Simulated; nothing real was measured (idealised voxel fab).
process module | voxel capacitor over wiring
cross-section cut | 280 nm wide | cells 5 nm
A cross-section is a grid of square cells, given in bands from the top down. A band is one or more rows of cells.
Each band's line starts with the height of the band's top and of its bottom, in nm. Then come its materials from left to right, each with its width in nm. One material with "throughout" fills the band from edge to edge. "air" is empty space.
Height 0 is the level under which the wafer as received is all one material. The lowest band goes on downwards, as in "0 down".
A width such as "30 to 40" changes by the same amount from each row of cells to the next, from the band's top row to its bottom row.
"no change" after a step means that no cell of the cross-section changed.
closed voids: empty space of 8 cells or more with no open way to the top, each as width x height at its distance from the left edge, in nm
after a step's settings: what the simulator itself notes on the step
overlay nm, on a step with a mask: how far to the right of its planned place the mask lay; to the left if negative
plan
1 op RECEIVE | material Si
2 op CONFORMAL_DEP | material SiO2 | thk nm 10
3 op DIRECTIONAL_DEP | material TiN | thk nm 5
4 op DIRECTIONAL_DEP | material W | thk nm 20
5 op PATTERN | tone cover | mask id METAL_1 | material resist | width nm 20 | pitch nm 75 | thk nm 15 | overlay nm 0
6 op DIRECTIONAL_ETCH | etch materials W | depth nm 20
7 op DIRECTIONAL_ETCH | etch materials TiN | depth nm 5
8 op STRIP | etch materials resist
9 op FILL_DEP | material lowk | thk nm 5
10 op CMP | height nm 35
11 op CONFORMAL_DEP | material SiCN | thk nm 5
12 op DIRECTIONAL_DEP | material SiO2 | thk nm 20
13 op DIRECTIONAL_DEP | material aC | thk nm 15
14 op PATTERN | tone open | mask id PLUG_1 | material resist | width nm 15 | thk nm 35 | overlay nm 0
15 op DIRECTIONAL_ETCH | etch materials aC | depth nm 15
16 op STRIP | etch materials resist
17 op DIRECTIONAL_ETCH | etch materials SiO2 | depth nm 20
18 op DIRECTIONAL_ETCH | etch materials SiCN | depth nm 5
19 op STRIP | etch materials aC
20 op EPI | material Ru | thk nm 10
21 op EPI | material Ru | thk nm 10
22 op EPI | material Ru | thk nm 5
23 op DIRECTIONAL_DEP | material TiN | thk nm 5
24 op DIRECTIONAL_DEP | material SiN | thk nm 5
25 op DIRECTIONAL_DEP | material TiN | thk nm 5
26 op PATTERN | tone cover | mask id UPPER_PLATE | material resist | width nm 60 | thk nm 20 | overlay nm 0
27 op DIRECTIONAL_ETCH | etch materials TiN | depth nm 5
28 op DIRECTIONAL_ETCH | etch materials SiN | depth nm 5
29 op STRIP | etch materials resist
30 op MASKED_ETCH | tone cover | mask id LOWER_PLATE | width nm 70 | etch materials TiN | depth nm 5 | overlay nm 0
31 op FILL_DEP | material SiO2 | thk nm 15
32 op CMP | height nm 85
33 op MASKED_ETCH | tone open | mask id PLUG_2 | width nm 15 | etch materials SiO2 | depth nm 10 | overlay nm 0
34 op CONFORMAL_DEP | material TiN | thk nm 5
35 op FILL_DEP | material Cu | thk nm 5
36 op CMP | height nm 85
37 op CONFORMAL_DEP | material SiCN | thk nm 5
first wafer, as planned
as received, after step 1
  0 down: Si throughout
  closed voids: none
after step 2
  10 to 0: SiO2 throughout
  below 0: unchanged
after step 3
  15 to 10: TiN throughout
  below 10: unchanged
after step 4
  35 to 15: W throughout
  below 15: unchanged
after step 5
  50 to 35: air 90 | resist 20 | air 55 | resist 20 | air 95
  below 35: unchanged
after step 6
  50 to 35: air 90 | resist 20 | air 55 | resist 20 | air 95
  35 to 15: air 90 | W 20 | air 55 | W 20 | air 95
  below 15: unchanged
after step 7
  50 to 35: air 90 | resist 20 | air 55 | resist 20 | air 95
  35 to 15: air 90 | W 20 | air 55 | W 20 | air 95
  15 to 10: air 90 | TiN 20 | air 55 | TiN 20 | air 95
  below 10: unchanged
after step 8
  35 to 15: air 90 | W 20 | air 55 | W 20 | air 95
  below 15: unchanged
after step 9
  40 to 35: lowk throughout
  35 to 15: lowk 90 | W 20 | lowk 55 | W 20 | lowk 95
  15 to 10: lowk 90 | TiN 20 | lowk 55 | TiN 20 | lowk 95
  below 10: unchanged
after step 10
  35 to 15: lowk 90 | W 20 | lowk 55 | W 20 | lowk 95
  below 15: unchanged
after step 11
  40 to 35: SiCN throughout
  below 35: unchanged
after step 12
  60 to 40: SiO2 throughout
  below 40: unchanged
after step 13
  75 to 60: aC throughout
  below 60: unchanged
after step 14
  110 to 75: resist 95 | air 15 | resist 170
  below 75: unchanged
after step 15
  95 to 75: resist 95 | air 15 | resist 170
  75 to 60: aC 95 | air 15 | aC 170
  below 60: unchanged
after step 16
  75 to 60: aC 95 | air 15 | aC 170
  below 60: unchanged
after step 17
  75 to 60: aC 95 | air 15 | aC 170
  60 to 40: SiO2 95 | air 15 | SiO2 170
  below 40: unchanged
after step 18
  75 to 60: aC 95 | air 15 | aC 170
  60 to 40: SiO2 95 | air 15 | SiO2 170
  40 to 35: SiCN 95 | air 15 | SiCN 170
  below 35: unchanged
after step 19
  60 to 40: SiO2 95 | air 15 | SiO2 170
  below 40: unchanged
after step 20
  60 to 45: SiO2 95 | air 15 | SiO2 170
  45 to 40: SiO2 95 | Ru 15 | SiO2 170
  40 to 35: SiCN 95 | Ru 15 | SiCN 170
  below 35: unchanged
after step 21
  60 to 55: SiO2 95 | air 15 | SiO2 170
  55 to 40: SiO2 95 | Ru 15 | SiO2 170
  below 40: unchanged
after step 22
  60 to 40: SiO2 95 | Ru 15 | SiO2 170
  below 40: unchanged
after step 23
  65 to 60: TiN throughout
  below 60: unchanged
after step 24
  70 to 65: SiN throughout
  below 65: unchanged
after step 25
  75 to 70: TiN throughout
  below 70: unchanged
after step 26
  95 to 75: air 95 | resist 60 | air 125
  below 75: unchanged
after step 27
  95 to 75: air 95 | resist 60 | air 125
  75 to 70: air 95 | TiN 60 | air 125
  below 70: unchanged
after step 28
  95 to 75: air 95 | resist 60 | air 125
  75 to 70: air 95 | TiN 60 | air 125
  70 to 65: air 95 | SiN 60 | air 125
  below 65: unchanged
after step 29
  75 to 70: air 95 | TiN 60 | air 125
  below 70: unchanged
after step 30
  75 to 70: air 95 | TiN 60 | air 125
  70 to 65: air 95 | SiN 60 | air 125
  65 to 60: air 90 | TiN 70 | air 120
  below 60: unchanged
after step 31
  90 to 75: SiO2 throughout
  75 to 70: SiO2 95 | TiN 60 | SiO2 125
  70 to 65: SiO2 95 | SiN 60 | SiO2 125
  65 to 60: SiO2 90 | TiN 70 | SiO2 120
  below 60: unchanged
after step 32
  85 to 75: SiO2 throughout
  below 75: unchanged
after step 33
  85 to 75: SiO2 105 | air 15 | SiO2 160
  below 75: unchanged
after step 34
  90 to 85: TiN 110 | air 5 | TiN 165
  85 to 80: SiO2 105 | TiN 5 | air 5 | TiN 5 | SiO2 160
  80 to 70: SiO2 105 to 95 | TiN 15 to 60 | SiO2 160 to 125
  below 70: unchanged
after step 35
  95 to 90: Cu throughout
  90 to 85: TiN 110 | Cu 5 | TiN 165
  85 to 80: SiO2 105 | TiN 5 | Cu 5 | TiN 5 | SiO2 160
  below 80: unchanged
after step 36
  85 to 80: SiO2 105 | TiN 5 | Cu 5 | TiN 5 | SiO2 160
  below 80: unchanged
after step 37
  90 to 85: SiCN throughout
  below 85: unchanged
second wafer: like start, like plan, one mistake. Through step 13 it matches the first wafer
when step 14 should have ended
  110 to 75: resist 95 | air 20 | resist 165
  below 75: unchanged
when step 15 should have ended
  95 to 75: resist 95 | air 20 | resist 165
  75 to 60: aC 95 | air 20 | aC 165
  below 60: unchanged
when step 16 should have ended
  75 to 60: aC 95 | air 20 | aC 165
  below 60: unchanged
when step 17 should have ended
  75 to 60: aC 95 | air 20 | aC 165
  60 to 40: SiO2 95 | air 20 | SiO2 165
  below 40: unchanged
when step 18 should have ended
  75 to 60: aC 95 | air 20 | aC 165
  60 to 40: SiO2 95 | air 20 | SiO2 165
  40 to 35: SiCN 95 | air 20 | SiCN 165
  below 35: unchanged
when step 19 should have ended
  60 to 40: SiO2 95 | air 20 | SiO2 165
  below 40: unchanged
when step 20 should have ended
  60 to 45: SiO2 95 | air 20 | SiO2 165
  45 to 40: SiO2 95 | Ru 20 | SiO2 165
  40 to 35: SiCN 95 | Ru 20 | SiCN 165
  below 35: unchanged
when step 21 should have ended
  60 to 55: SiO2 95 | air 20 | SiO2 165
  55 to 40: SiO2 95 | Ru 20 | SiO2 165
  below 40: unchanged
when step 22 should have ended
  60 to 40: SiO2 95 | Ru 20 | SiO2 165
  below 40: unchanged
when step 23 should have ended
  65 to 60: TiN throughout
  below 60: unchanged
when step 24 should have ended
  70 to 65: SiN throughout
  below 65: unchanged
when step 25 should have ended
  75 to 70: TiN throughout
  below 70: unchanged
when step 26 should have ended
  95 to 75: air 95 | resist 60 | air 125
  below 75: unchanged
when step 27 should have ended
  95 to 75: air 95 | resist 60 | air 125
  75 to 70: air 95 | TiN 60 | air 125
  below 70: unchanged
when step 28 should have ended
  95 to 75: air 95 | resist 60 | air 125
  75 to 70: air 95 | TiN 60 | air 125
  70 to 65: air 95 | SiN 60 | air 125
  below 65: unchanged
when step 29 should have ended
  75 to 70: air 95 | TiN 60 | air 125
  below 70: unchanged
when step 30 should have ended
  75 to 70: air 95 | TiN 60 | air 125
  70 to 65: air 95 | SiN 60 | air 125
  65 to 60: air 90 | TiN 70 | air 120
  below 60: unchanged
when step 31 should have ended
  90 to 75: SiO2 throughout
  75 to 70: SiO2 95 | TiN 60 | SiO2 125
  70 to 65: SiO2 95 | SiN 60 | SiO2 125
  65 to 60: SiO2 90 | TiN 70 | SiO2 120
  below 60: unchanged
when step 32 should have ended
  85 to 75: SiO2 throughout
  below 75: unchanged
when step 33 should have ended
  85 to 75: SiO2 105 | air 15 | SiO2 160
  below 75: unchanged
when step 34 should have ended
  90 to 85: TiN 110 | air 5 | TiN 165
  85 to 80: SiO2 105 | TiN 5 | air 5 | TiN 5 | SiO2 160
  80 to 70: SiO2 105 to 95 | TiN 15 to 60 | SiO2 160 to 125
  below 70: unchanged
when step 35 should have ended
  95 to 90: Cu throughout
  90 to 85: TiN 110 | Cu 5 | TiN 165
  85 to 80: SiO2 105 | TiN 5 | Cu 5 | TiN 5 | SiO2 160
  below 80: unchanged
when step 36 should have ended
  85 to 80: SiO2 105 | TiN 5 | Cu 5 | TiN 5 | SiO2 160
  below 80: unchanged
when step 37 should have ended
  90 to 85: SiCN throughout
  below 85: unchanged
what went wrong: step 14 ran as: op PATTERN | tone open | mask id PLUG_1 | material resist | width nm 20 | thk nm 35 | overlay nm 0
at the end the second wafer has, in cells: 5 more of Ru | 1 fewer of SiCN | 4 fewer of SiO2
